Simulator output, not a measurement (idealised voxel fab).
Proc. module: voxel capacitor over wiring
Square cell edge 5 nm, section width 150 nm, ID cut.
A cross-section is a grid of square cells, given in bands from the top down. A band is one or more rows of cells.
Heads up on the band format: heights come first, top then bottom, in nm. After that it's the materials left to right, each with its width in nm. A single material flagged "edge to edge" fills the whole band edge to edge, and "empty" means there's empty space there.
Heights are expressed relative to 0, this being the level below which the as-received wafer comprises one material exclusively. The lowest band is unbounded in the downward direction and is denoted as in "0 and below".
Width "30..40": first value at the band's top row of cells, second value at its bottom row, equal change from row to row.
"nothing was modified" for a step: no cell of the cross-section changed in that step.
"Fully sealed voids": empty spaces of 8 cells or more with no open way to the top, each given as width x height at distance, distance from the left edge, all in nm.
If you see something after the settings on a step's line, that's the simulator's own remark about that step.
Among the settings permitted on a step's line is "overlay nm"; applied to a step with a mask, it specifies the extent to which the mask lay to the right of its planned position, whereas a negative figure signifies a position to the left.
[List of planned process steps]
| 1 | RECEIVE [material Si] |
| 2 | CONFORMAL_DEP [material SiO2] [thk nm 15] |
| 3 | CONFORMAL_DEP [material SiN] [thk nm 5] |
| 4 | DIRECTIONAL_DEP [material lowk] [thk nm 25] |
| 5 | PATTERN [tone open] [mask id METAL_1] [material resist] [width nm 25] [pitch nm 95] [thk nm 20] [overlay nm 0] |
| 6 | DIRECTIONAL_ETCH [etch materials lowk] [depth nm 25] |
| 7 | DIRECTIONAL_ETCH [etch materials SiN] [depth nm 5] |
| 8 | STRIP [etch materials resist] |
| 9 | CONFORMAL_DEP [material TiN] [thk nm 5] |
| 10 | FILL_DEP [material Cu] [thk nm 10] |
| 11 | CMP [height nm 45] |
| 12 | CONFORMAL_DEP [material SiCN] [thk nm 5] |
| 13 | DIRECTIONAL_DEP [material lowk] [thk nm 20] |
| 14 | DIRECTIONAL_DEP [material aC] [thk nm 15] |
| 15 | PATTERN [tone open] [mask id PLUG_1] [material resist] [width nm 15] [thk nm 35] [overlay nm 0] |
| 16 | DIRECTIONAL_ETCH [etch materials aC] [depth nm 15] |
| 17 | STRIP [etch materials resist] |
| 18 | DIRECTIONAL_ETCH [etch materials lowk] [depth nm 20] |
| 19 | DIRECTIONAL_ETCH [etch materials SiCN] [depth nm 5] |
| 20 | STRIP [etch materials aC] |
| 21 | CONFORMAL_DEP [material TiN] [thk nm 5] |
| 22 | FILL_DEP [material Ru] [thk nm 10] |
| 23 | CMP [height nm 70] |
| 24 | DIRECTIONAL_DEP [material TiN] [thk nm 5] |
| 25 | DIRECTIONAL_DEP [material Al2O3] [thk nm 5] |
| 26 | DIRECTIONAL_DEP [material TiN] [thk nm 10] |
| 27 | DIRECTIONAL_DEP [material aC] [thk nm 10] |
| 28 | PATTERN [tone cover] [mask id UPPER_PLATE] [material resist] [width nm 75] [thk nm 30] [overlay nm 0] |
| 29 | DIRECTIONAL_ETCH [etch materials aC] [depth nm 10] |
| 30 | STRIP [etch materials resist] |
| 31 | DIRECTIONAL_ETCH [etch materials TiN] [depth nm 10] |
| 32 | DIRECTIONAL_ETCH [etch materials Al2O3] [depth nm 5] |
| 33 | STRIP [etch materials aC] |
| 34 | MASKED_ETCH [tone cover] [mask id LOWER_PLATE] [width nm 85] [etch materials TiN] [depth nm 5] [overlay nm 0] |
| 35 | FILL_DEP [material SiO2] [thk nm 20] |
| 36 | CMP [height nm 105] |
| 37 | DIRECTIONAL_DEP [material aC] [thk nm 15] |
| 38 | PATTERN [tone open] [mask id PLUG_2] [material resist] [width nm 15] [thk nm 30] [overlay nm 0] |
| 39 | DIRECTIONAL_ETCH [etch materials aC] [depth nm 15] |
| 40 | STRIP [etch materials resist] |
| 41 | DIRECTIONAL_ETCH [etch materials SiO2] [depth nm 15] |
| 42 | STRIP [etch materials aC] |
| 43 | CONFORMAL_DEP [material TiN] [thk nm 5] |
| 44 | FILL_DEP [material Cu] [thk nm 10] |
| 45 | CMP [height nm 105] |
| 46 | CONFORMAL_DEP [material SiN] [thk nm 5] |
[First of two wafers, processed according to plan]
[Shown in cross-section is the wafer as received, that is, as it stands after step 1]
0 and below | Si edge to edge
Fully sealed voids: none
[Cross-section through the wafer, step 2 finished]
15 down to 0 | SiO2 edge to edge
Anything lower than 0 is untouched.
[Cross-section through the wafer, step 3 finished]
20 down to 15 | SiN edge to edge
Anything lower than 15 is untouched.
[Cross-section through the wafer, step 4 finished]
45 down to 20 | lowk edge to edge
Anything lower than 20 is untouched.
[Cross-section through the wafer, step 5 finished]
65 down to 45 | 15 resist  25 empty  70 resist  25 empty  15 resist
Anything lower than 45 is untouched.
[Cross-section through the wafer, step 6 finished]
65 down to 45 | 15 resist  25 empty  70 resist  25 empty  15 resist
45 down to 20 | 15 lowk  25 empty  70 lowk  25 empty  15 lowk
Anything lower than 20 is untouched.
[Cross-section through the wafer, step 7 finished]
65 down to 45 | 15 resist  25 empty  70 resist  25 empty  15 resist
45 down to 20 | 15 lowk  25 empty  70 lowk  25 empty  15 lowk
20 down to 15 | 15 SiN  25 empty  70 SiN  25 empty  15 SiN
Anything lower than 15 is untouched.
[Cross-section through the wafer, step 8 finished]
45 down to 20 | 15 lowk  25 empty  70 lowk  25 empty  15 lowk
Anything lower than 20 is untouched.
[Cross-section through the wafer, step 9 finished]
50 down to 45 | 20 TiN  15 empty  80 TiN  15 empty  20 TiN
45 down to 20 | 15 lowk  5 TiN  15 empty  5 TiN  70 lowk  5 TiN  15 empty  5 TiN  15 lowk
20 down to 15 | 15 SiN  25 TiN  70 SiN  25 TiN  15 SiN
Anything lower than 15 is untouched.
[Cross-section through the wafer, step 10 finished]
60 down to 50 | Cu edge to edge
50 down to 45 | 20 TiN  15 Cu  80 TiN  15 Cu  20 TiN
45 down to 20 | 15 lowk  5 TiN  15 Cu  5 TiN  70 lowk  5 TiN  15 Cu  5 TiN  15 lowk
Anything lower than 20 is untouched.
[Cross-section through the wafer, step 11 finished]
45 down to 20 | 15 lowk  5 TiN  15 Cu  5 TiN  70 lowk  5 TiN  15 Cu  5 TiN  15 lowk
Anything lower than 20 is untouched.
[Cross-section through the wafer, step 12 finished]
50 down to 45 | SiCN edge to edge
Anything lower than 45 is untouched.
[Cross-section through the wafer, step 13 finished]
70 down to 50 | lowk edge to edge
Anything lower than 50 is untouched.
[Cross-section through the wafer, step 14 finished]
85 down to 70 | aC edge to edge
Anything lower than 70 is untouched.
[Cross-section through the wafer, step 15 finished]
120 down to 85 | 25 resist  15 empty  110 resist
Anything lower than 85 is untouched.
[Cross-section through the wafer, step 16 finished]
105 down to 85 | 25 resist  15 empty  110 resist
85 down to 70 | 25 aC  15 empty  110 aC
Anything lower than 70 is untouched.
[Cross-section through the wafer, step 17 finished]
85 down to 70 | 25 aC  15 empty  110 aC
Anything lower than 70 is untouched.
[Cross-section through the wafer, step 18 finished]
85 down to 70 | 25 aC  15 empty  110 aC
70 down to 50 | 25 lowk  15 empty  110 lowk
Anything lower than 50 is untouched.
[Cross-section through the wafer, step 19 finished]
85 down to 70 | 25 aC  15 empty  110 aC
70 down to 50 | 25 lowk  15 empty  110 lowk
50 down to 45 | 25 SiCN  15 empty  110 SiCN
Anything lower than 45 is untouched.
[Cross-section through the wafer, step 20 finished]
70 down to 50 | 25 lowk  15 empty  110 lowk
Anything lower than 50 is untouched.
[Cross-section through the wafer, step 21 finished]
75 down to 70 | 30 TiN  5 empty  115 TiN
70 down to 50 | 25 lowk  5 TiN  5 empty  5 TiN  110 lowk
50 down to 45 | 25 SiCN  15 TiN  110 SiCN
Anything lower than 45 is untouched.
[Cross-section through the wafer, step 22 finished]
85 down to 75 | Ru edge to edge
75 down to 70 | 30 TiN  5 Ru  115 TiN
70 down to 50 | 25 lowk  5 TiN  5 Ru  5 TiN  110 lowk
Anything lower than 50 is untouched.
[Cross-section through the wafer, step 23 finished]
70 down to 50 | 25 lowk  5 TiN  5 Ru  5 TiN  110 lowk
Anything lower than 50 is untouched.
[Cross-section through the wafer, step 24 finished]
75 down to 70 | TiN edge to edge
Anything lower than 70 is untouched.
[Cross-section through the wafer, step 25 finished]
80 down to 75 | Al2O3 edge to edge
Anything lower than 75 is untouched.
[Cross-section through the wafer, step 26 finished]
90 down to 80 | TiN edge to edge
Anything lower than 80 is untouched.
[Cross-section through the wafer, step 27 finished]
100 down to 90 | aC edge to edge
Anything lower than 90 is untouched.
[Cross-section through the wafer, step 28 finished]
130 down to 100 | 25 empty  75 resist  50 empty
Anything lower than 100 is untouched.
[Cross-section through the wafer, step 29 finished]
120 down to 100 | 25 empty  75 resist  50 empty
100 down to 90 | 25 empty  75 aC  50 empty
Anything lower than 90 is untouched.
[Cross-section through the wafer, step 30 finished]
100 down to 90 | 25 empty  75 aC  50 empty
Anything lower than 90 is untouched.
[Cross-section through the wafer, step 31 finished]
100 down to 90 | 25 empty  75 aC  50 empty
90 down to 80 | 25 empty  75 TiN  50 empty
Anything lower than 80 is untouched.
[Cross-section through the wafer, step 32 finished]
100 down to 90 | 25 empty  75 aC  50 empty
90 down to 80 | 25 empty  75 TiN  50 empty
80 down to 75 | 25 empty  75 Al2O3  50 empty
Anything lower than 75 is untouched.
[Cross-section through the wafer, step 33 finished]
90 down to 80 | 25 empty  75 TiN  50 empty
Anything lower than 80 is untouched.
[Cross-section through the wafer, step 34 finished]
90 down to 80 | 25 empty  75 TiN  50 empty
80 down to 75 | 25 empty  75 Al2O3  50 empty
75 down to 70 | 20 empty  85 TiN  45 empty
Anything lower than 70 is untouched.
[Cross-section through the wafer, step 35 finished]
110 down to 90 | SiO2 edge to edge
90 down to 80 | 25 SiO2  75 TiN  50 SiO2
80 down to 75 | 25 SiO2  75 Al2O3  50 SiO2
75 down to 70 | 20 SiO2  85 TiN  45 SiO2
Anything lower than 70 is untouched.
[Cross-section through the wafer, step 36 finished]
105 down to 90 | SiO2 edge to edge
Anything lower than 90 is untouched.
[Cross-section through the wafer, step 37 finished]
120 down to 105 | aC edge to edge
Anything lower than 105 is untouched.
[Cross-section through the wafer, step 38 finished]
150 down to 120 | 35 resist  15 empty  100 resist
Anything lower than 120 is untouched.
[Cross-section through the wafer, step 39 finished]
135 down to 120 | 35 resist  15 empty  100 resist
120 down to 105 | 35 aC  15 empty  100 aC
Anything lower than 105 is untouched.
[Cross-section through the wafer, step 40 finished]
120 down to 105 | 35 aC  15 empty  100 aC
Anything lower than 105 is untouched.
[Cross-section through the wafer, step 41 finished]
120 down to 105 | 35 aC  15 empty  100 aC
105 down to 90 | 35 SiO2  15 empty  100 SiO2
Anything lower than 90 is untouched.
[Cross-section through the wafer, step 42 finished]
105 down to 90 | 35 SiO2  15 empty  100 SiO2
Anything lower than 90 is untouched.
[Cross-section through the wafer, step 43 finished]
110 down to 105 | 40 TiN  5 empty  105 TiN
105 down to 95 | 35 SiO2  5 TiN  5 empty  5 TiN  100 SiO2
95 down to 90 | 35 SiO2  15 TiN  100 SiO2
Anything lower than 90 is untouched.
[Cross-section through the wafer, step 44 finished]
120 down to 110 | Cu edge to edge
110 down to 105 | 40 TiN  5 Cu  105 TiN
105 down to 95 | 35 SiO2  5 TiN  5 Cu  5 TiN  100 SiO2
Anything lower than 95 is untouched.
[Cross-section through the wafer, step 45 finished]
105 down to 95 | 35 SiO2  5 TiN  5 Cu  5 TiN  100 SiO2
Anything lower than 95 is untouched.
[Cross-section through the wafer, step 46 finished]
110 down to 105 | SiN edge to edge
Anything lower than 105 is untouched.
[Okay, second wafer. Nothing different at the start, nothing different in the plan, just one mistake somewhere in the running. As far as step 4, counting that step, it's the first wafer all over again]
[Cross-section of the second wafer corresponding to the planned conclusion of step 5]
65 down to 45 | 20 resist  20 empty  75 resist  20 empty  15 resist
Anything lower than 45 is untouched.
[Cross-section of the second wafer corresponding to the planned conclusion of step 6]
65 down to 45 | 20 resist  20 empty  75 resist  20 empty  15 resist
45 down to 20 | 20 lowk  20 empty  75 lowk  20 empty  15 lowk
Anything lower than 20 is untouched.
[Cross-section of the second wafer corresponding to the planned conclusion of step 7]
65 down to 45 | 20 resist  20 empty  75 resist  20 empty  15 resist
45 down to 20 | 20 lowk  20 empty  75 lowk  20 empty  15 lowk
20 down to 15 | 20 SiN  20 empty  75 SiN  20 empty  15 SiN
Anything lower than 15 is untouched.
[Cross-section of the second wafer corresponding to the planned conclusion of step 8]
45 down to 20 | 20 lowk  20 empty  75 lowk  20 empty  15 lowk
Anything lower than 20 is untouched.
[Cross-section of the second wafer corresponding to the planned conclusion of step 9]
50 down to 45 | 25 TiN  10 empty  85 TiN  10 empty  20 TiN
45 down to 20 | 20 lowk  5 TiN  10 empty  5 TiN  75 lowk  5 TiN  10 empty  5 TiN  15 lowk
20 down to 15 | 20 SiN  20 TiN  75 SiN  20 TiN  15 SiN
Anything lower than 15 is untouched.
[Cross-section of the second wafer corresponding to the planned conclusion of step 10]
60 down to 50 | Cu edge to edge
50 down to 45 | 25 TiN  10 Cu  85 TiN  10 Cu  20 TiN
45 down to 20 | 20 lowk  5 TiN  10 Cu  5 TiN  75 lowk  5 TiN  10 Cu  5 TiN  15 lowk
Anything lower than 20 is untouched.
[Cross-section of the second wafer corresponding to the planned conclusion of step 11]
45 down to 20 | 20 lowk  5 TiN  10 Cu  5 TiN  75 lowk  5 TiN  10 Cu  5 TiN  15 lowk
Anything lower than 20 is untouched.
[Cross-section of the second wafer corresponding to the planned conclusion of step 12]
50 down to 45 | SiCN edge to edge
Anything lower than 45 is untouched.
[Cross-section of the second wafer corresponding to the planned conclusion of step 13]
70 down to 50 | lowk edge to edge
Anything lower than 50 is untouched.
[Cross-section of the second wafer corresponding to the planned conclusion of step 14]
85 down to 70 | aC edge to edge
Anything lower than 70 is untouched.
[Cross-section of the second wafer corresponding to the planned conclusion of step 15]
120 down to 85 | 25 resist  15 empty  110 resist
Anything lower than 85 is untouched.
[Cross-section of the second wafer corresponding to the planned conclusion of step 16]
105 down to 85 | 25 resist  15 empty  110 resist
85 down to 70 | 25 aC  15 empty  110 aC
Anything lower than 70 is untouched.
[Cross-section of the second wafer corresponding to the planned conclusion of step 17]
85 down to 70 | 25 aC  15 empty  110 aC
Anything lower than 70 is untouched.
[Cross-section of the second wafer corresponding to the planned conclusion of step 18]
85 down to 70 | 25 aC  15 empty  110 aC
70 down to 50 | 25 lowk  15 empty  110 lowk
Anything lower than 50 is untouched.
[Cross-section of the second wafer corresponding to the planned conclusion of step 19]
85 down to 70 | 25 aC  15 empty  110 aC
70 down to 50 | 25 lowk  15 empty  110 lowk
50 down to 45 | 25 SiCN  15 empty  110 SiCN
Anything lower than 45 is untouched.
[Cross-section of the second wafer corresponding to the planned conclusion of step 20]
70 down to 50 | 25 lowk  15 empty  110 lowk
Anything lower than 50 is untouched.
[Cross-section of the second wafer corresponding to the planned conclusion of step 21]
75 down to 70 | 30 TiN  5 empty  115 TiN
70 down to 50 | 25 lowk  5 TiN  5 empty  5 TiN  110 lowk
50 down to 45 | 25 SiCN  15 TiN  110 SiCN
Anything lower than 45 is untouched.
[Cross-section of the second wafer corresponding to the planned conclusion of step 22]
85 down to 75 | Ru edge to edge
75 down to 70 | 30 TiN  5 Ru  115 TiN
70 down to 50 | 25 lowk  5 TiN  5 Ru  5 TiN  110 lowk
Anything lower than 50 is untouched.
[Cross-section of the second wafer corresponding to the planned conclusion of step 23]
70 down to 50 | 25 lowk  5 TiN  5 Ru  5 TiN  110 lowk
Anything lower than 50 is untouched.
[Cross-section of the second wafer corresponding to the planned conclusion of step 24]
75 down to 70 | TiN edge to edge
Anything lower than 70 is untouched.
[Cross-section of the second wafer corresponding to the planned conclusion of step 25]
80 down to 75 | Al2O3 edge to edge
Anything lower than 75 is untouched.
[Cross-section of the second wafer corresponding to the planned conclusion of step 26]
90 down to 80 | TiN edge to edge
Anything lower than 80 is untouched.
[Cross-section of the second wafer corresponding to the planned conclusion of step 27]
100 down to 90 | aC edge to edge
Anything lower than 90 is untouched.
[Cross-section of the second wafer corresponding to the planned conclusion of step 28]
130 down to 100 | 25 empty  75 resist  50 empty
Anything lower than 100 is untouched.
[Cross-section of the second wafer corresponding to the planned conclusion of step 29]
120 down to 100 | 25 empty  75 resist  50 empty
100 down to 90 | 25 empty  75 aC  50 empty
Anything lower than 90 is untouched.
[Cross-section of the second wafer corresponding to the planned conclusion of step 30]
100 down to 90 | 25 empty  75 aC  50 empty
Anything lower than 90 is untouched.
[Cross-section of the second wafer corresponding to the planned conclusion of step 31]
100 down to 90 | 25 empty  75 aC  50 empty
90 down to 80 | 25 empty  75 TiN  50 empty
Anything lower than 80 is untouched.
[Cross-section of the second wafer corresponding to the planned conclusion of step 32]
100 down to 90 | 25 empty  75 aC  50 empty
90 down to 80 | 25 empty  75 TiN  50 empty
80 down to 75 | 25 empty  75 Al2O3  50 empty
Anything lower than 75 is untouched.
[Cross-section of the second wafer corresponding to the planned conclusion of step 33]
90 down to 80 | 25 empty  75 TiN  50 empty
Anything lower than 80 is untouched.
[Cross-section of the second wafer corresponding to the planned conclusion of step 34]
90 down to 80 | 25 empty  75 TiN  50 empty
80 down to 75 | 25 empty  75 Al2O3  50 empty
75 down to 70 | 20 empty  85 TiN  45 empty
Anything lower than 70 is untouched.
[Cross-section of the second wafer corresponding to the planned conclusion of step 35]
110 down to 90 | SiO2 edge to edge
90 down to 80 | 25 SiO2  75 TiN  50 SiO2
80 down to 75 | 25 SiO2  75 Al2O3  50 SiO2
75 down to 70 | 20 SiO2  85 TiN  45 SiO2
Anything lower than 70 is untouched.
[Cross-section of the second wafer corresponding to the planned conclusion of step 36]
105 down to 90 | SiO2 edge to edge
Anything lower than 90 is untouched.
[Cross-section of the second wafer corresponding to the planned conclusion of step 37]
120 down to 105 | aC edge to edge
Anything lower than 105 is untouched.
[Cross-section of the second wafer corresponding to the planned conclusion of step 38]
150 down to 120 | 35 resist  15 empty  100 resist
Anything lower than 120 is untouched.
[Cross-section of the second wafer corresponding to the planned conclusion of step 39]
135 down to 120 | 35 resist  15 empty  100 resist
120 down to 105 | 35 aC  15 empty  100 aC
Anything lower than 105 is untouched.
[Cross-section of the second wafer corresponding to the planned conclusion of step 40]
120 down to 105 | 35 aC  15 empty  100 aC
Anything lower than 105 is untouched.
[Cross-section of the second wafer corresponding to the planned conclusion of step 41]
120 down to 105 | 35 aC  15 empty  100 aC
105 down to 90 | 35 SiO2  15 empty  100 SiO2
Anything lower than 90 is untouched.
[Cross-section of the second wafer corresponding to the planned conclusion of step 42]
105 down to 90 | 35 SiO2  15 empty  100 SiO2
Anything lower than 90 is untouched.
[Cross-section of the second wafer corresponding to the planned conclusion of step 43]
110 down to 105 | 40 TiN  5 empty  105 TiN
105 down to 95 | 35 SiO2  5 TiN  5 empty  5 TiN  100 SiO2
95 down to 90 | 35 SiO2  15 TiN  100 SiO2
Anything lower than 90 is untouched.
[Cross-section of the second wafer corresponding to the planned conclusion of step 44]
120 down to 110 | Cu edge to edge
110 down to 105 | 40 TiN  5 Cu  105 TiN
105 down to 95 | 35 SiO2  5 TiN  5 Cu  5 TiN  100 SiO2
Anything lower than 95 is untouched.
[Cross-section of the second wafer corresponding to the planned conclusion of step 45]
105 down to 95 | 35 SiO2  5 TiN  5 Cu  5 TiN  100 SiO2
Anything lower than 95 is untouched.
[Cross-section of the second wafer corresponding to the planned conclusion of step 46]
110 down to 105 | SiN edge to edge
Anything lower than 105 is untouched.
In executing the process, a mistake was made relative to the plan: not per plan at step 5, really ran PATTERN [tone open] [mask id METAL_1] [material resist] [width nm 20] [pitch nm 95] [thk nm 20] [overlay nm 0]
FYI, end of process, the second wafer has more or fewer cells of some materials than the first: -10 Cu, +2 SiN, -2 TiN, +10 lowk
